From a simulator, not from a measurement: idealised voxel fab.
Process module under the name voxel air gaps
For reference, the cross-section in this document is cut, with width 155 nm and square cells of 5 nm.
Throughout this document, each cross-section is represented as a grid of square cells and is presented as a sequence of bands enumerated from the top downward, where a band comprises one or more rows of cells. The entry gives the band's vertical extent as a top height and a bottom height in nm, then its horizontal make-up as materials from left to right, each with a width in nm. "blank" stands for empty space; a single material marked "all across" fills the band edge to edge. Heights are measured from 0, the level below which the as-received wafer is all one material; the lowest band has no bottom and continues downward, written as in "0 down". Graded width ("30->40"): value in top row of band = first number; value in bottom row = second number; row-to-row change constant. Step note "nothing altered" = no cross-section cell changed. For the entry "Sealed voids", the listed items are empty spaces with no open way to the top whose size is 8 cells or more; each item follows the pattern width x height at distance, where distance is from the left edge and all three are in nm. Note: text after step settings on the step line = simulator remark on that step. A step line may carry the setting "overlay nm", which, for steps involving a mask, states the distance by which the mask lay to the right of its intended position; negative values denote displacement to the left.
Steps in the process plan
1 RECEIVE: material Si
2 CONFORMAL_DEP: material SiO2, thk nm 15
3 CONFORMAL_DEP: material SiCN, thk nm 5
4 DIRECTIONAL_DEP: material lowk, thk nm 35
5 PATTERN: tone open, mask id LINES, material resist, width nm 15, pitch nm 40, thk nm 15, overlay nm -15
6 DIRECTIONAL_ETCH: etch materials lowk, depth nm 35
7 STRIP: etch materials resist
8 CONFORMAL_DEP: material TiN, thk nm 5
9 FILL_DEP: material W, thk nm 5
10 CMP: height nm 55
11 EPI: material Ru, thk nm 10
12 SELECTIVE_ETCH: etch materials lowk, depth nm 45
13 CONFORMAL_DEP: material SiCN, thk nm 5
Split variable: overlay nm, step 5. Plan value = first wafer. Wafers start alike.
First wafer of several, as received: cross-section after step 1
  0 down: Si all across
  Sealed voids: none
Quick key for the table: a row per wafer, taken at the end of the module. For each material it tells you how many cells the wafer gained (+) or lost (-) since it came in, and the closed voids come after
overlay nm -15; +42 Ru; +132 SiCN; +93 SiO2; +45 TiN; +18 W; Sealed voids: 10 x 25 at 0; 15 x 25 at 35; 15 x 25 at 75
overlay nm -10; +42 Ru; +132 SiCN; +93 SiO2; +45 TiN; +18 W; Sealed voids: 15 x 25 at 40; 15 x 25 at 80
overlay nm -5; +42 Ru; +132 SiCN; +93 SiO2; +45 TiN; +18 W; Sealed voids: 15 x 25 at 45; 15 x 25 at 85
overlay nm 0; +42 Ru; +132 SiCN; +93 SiO2; +45 TiN; +18 W; Sealed voids: 15 x 25 at 50; 15 x 25 at 90
overlay nm 5; +42 Ru; +132 SiCN; +93 SiO2; +45 TiN; +18 W; Sealed voids: 15 x 25 at 55; 15 x 25 at 95
overlay nm 10; +42 Ru; +132 SiCN; +93 SiO2; +45 TiN; +18 W; Sealed voids: 15 x 25 at 60; 15 x 25 at 100
overlay nm 15; +42 Ru; +132 SiCN; +93 SiO2; +45 TiN; +18 W; Sealed voids: 15 x 25 at 65; 15 x 25 at 105; 10 x 25 at 145
